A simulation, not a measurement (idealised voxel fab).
Module name: voxel self aligned vias (process module)
Pictured: cross-section cut, 290 nm wide, on a grid of 5 nm square cells.
How to read a cross-section here: the picture is a grid of square cells, written as bands going from the top down, and any band can span one or more rows of cells.
What a band's entry tells you: where the top is and where the bottom is, as heights in nm, and after that what lies inside, material by material from left to right, each with its width in nm. Empty space is written as the word "empty", and a single material marked with the word "full width" occupies the band from edge to edge.
Beneath 0, the wafer as received is one material, and that level is where height counting begins. The lowest band goes on downward without a bottom; it is written like "from 0 down".
With a width like "30->40", each row of cells in the band differs from the next by the same amount, the top row carrying the first number and the bottom row the second.
"no modifications" for a step: no cell of the cross-section changed in that step.
The label "Closed internal voids" introduces a list of the empty spaces, 8 cells or larger, that have no open way up to the top; each entry in it reads width x height at distance, where the distance is taken from the left edge and all three are stated in nm.
Post-settings text on a step line: simulator's own remark regarding the step.
Regarding "overlay nm": on a step with a mask, it is the distance the mask lay to the right of its planned place; a negative value places it to the left.

-- Planned process steps
1. RECEIVE (material Si)
2. CONFORMAL_DEP (material SiO2; thk nm 15)
3. CONFORMAL_DEP (material SiCN; thk nm 5)
4. DIRECTIONAL_DEP (material SiO2; thk nm 20)
5. PATTERN (tone open; mask id LINES; material resist; width nm 25; pitch nm 55; thk nm 15; overlay nm 0)
6. DIRECTIONAL_ETCH (etch materials SiO2; depth nm 20)
7. STRIP (etch materials resist)
8. CONFORMAL_DEP (material TiN; thk nm 5)
9. FILL_DEP (material Ru; thk nm 5)
10. CMP (height nm 40)
11. SELECTIVE_ETCH (etch materials W Ru TiN; depth nm 10)
12. FILL_DEP (material SiN; thk nm 10)
13. CMP (height nm 40)
14. DIRECTIONAL_DEP (material SiO2; thk nm 15)
15. DIRECTIONAL_DEP (material aC; thk nm 15)
16. PATTERN (tone open; mask id VIAS; material resist; width nm 35; pitch nm 55; thk nm 35; overlay nm 0)
17. DIRECTIONAL_ETCH (etch materials aC; depth nm 15)
18. STRIP (etch materials resist)
19. DIRECTIONAL_ETCH (etch materials SiO2; depth nm 15)
20. DIRECTIONAL_ETCH (etch materials SiN; depth nm 10)
21. STRIP (etch materials aC)
22. CONFORMAL_DEP (material TiN; thk nm 5)
23. FILL_DEP (material Ru; thk nm 5)
24. CMP (height nm 55)
25. CONFORMAL_DEP (material SiCN; thk nm 5)

-- Cross-section of the wafer upon arrival, representing the state reached after step 1
> from 0 down: Si full width
> Closed internal voids: none

-- First of two wafers: cross-section at end of module, run per plan
> from 60 to 55: SiCN full width
> from 55 to 45: SiO2 (100)  TiN (5)  Ru (25)  TiN (5)  SiO2 (20)  TiN (5)  Ru (25)  TiN (5)  SiO2 (100)
> from 45 to 35: SiO2 (100->105)  TiN (10->5)  Ru (15)  TiN (10->5)  SiO2 (20->30)  TiN (10->5)  Ru (15)  TiN (10->5)  SiO2 (100->105)
> from 35 to 30: SiO2 (105)  TiN (25)  SiO2 (30)  TiN (25)  SiO2 (105)
> from 30 to 25: SiO2 (105)  TiN (5)  Ru (15)  TiN (5)  SiO2 (30)  TiN (5)  Ru (15)  TiN (5)  SiO2 (105)
> from 25 to 20: SiO2 (105)  TiN (25)  SiO2 (30)  TiN (25)  SiO2 (105)
> from 20 to 15: SiCN full width
> from 15 to 0: SiO2 full width
> from 0 down: Si full width
> Closed internal voids: none

-- End of module, second wafer, cross-section. Started like the first, planned like the first, run with one mistake
> from 60 to 55: SiCN full width
> from 55 to 45: SiO2 (100)  TiN (5)  Ru (25)  TiN (5)  SiO2 (20)  TiN (5)  Ru (25)  TiN (5)  SiO2 (100)
> from 45 to 40: SiO2 (100)  TiN (35)  SiO2 (20)  TiN (35)  SiO2 (100)
> from 40 to 30: SiN (100)  TiN (5)  SiO2 (25)  TiN (5)  SiN (20)  TiN (5)  SiO2 (25)  TiN (5)  SiN (100)
> from 30 to 25: Ru (100)  TiN (5)  SiO2 (25)  TiN (5)  Ru (20)  TiN (5)  SiO2 (25)  TiN (5)  Ru (100)
> from 25 to 20: TiN (105)  SiO2 (25)  TiN (30)  SiO2 (25)  TiN (105)
> from 20 to 15: SiCN full width
> from 15 to 0: SiO2 full width
> from 0 down: Si full width
> Closed internal voids: none
Diagnosis: step 5: run off-plan, actual operation and settings PATTERN (tone cover; mask id LINES; material resist; width nm 25; pitch nm 55; thk nm 15; overlay nm 0)
Final tally in cells, some materials are higher or lower on the second wafer than on the first: Ru +26, SiN +88, SiO2 -152, TiN +38
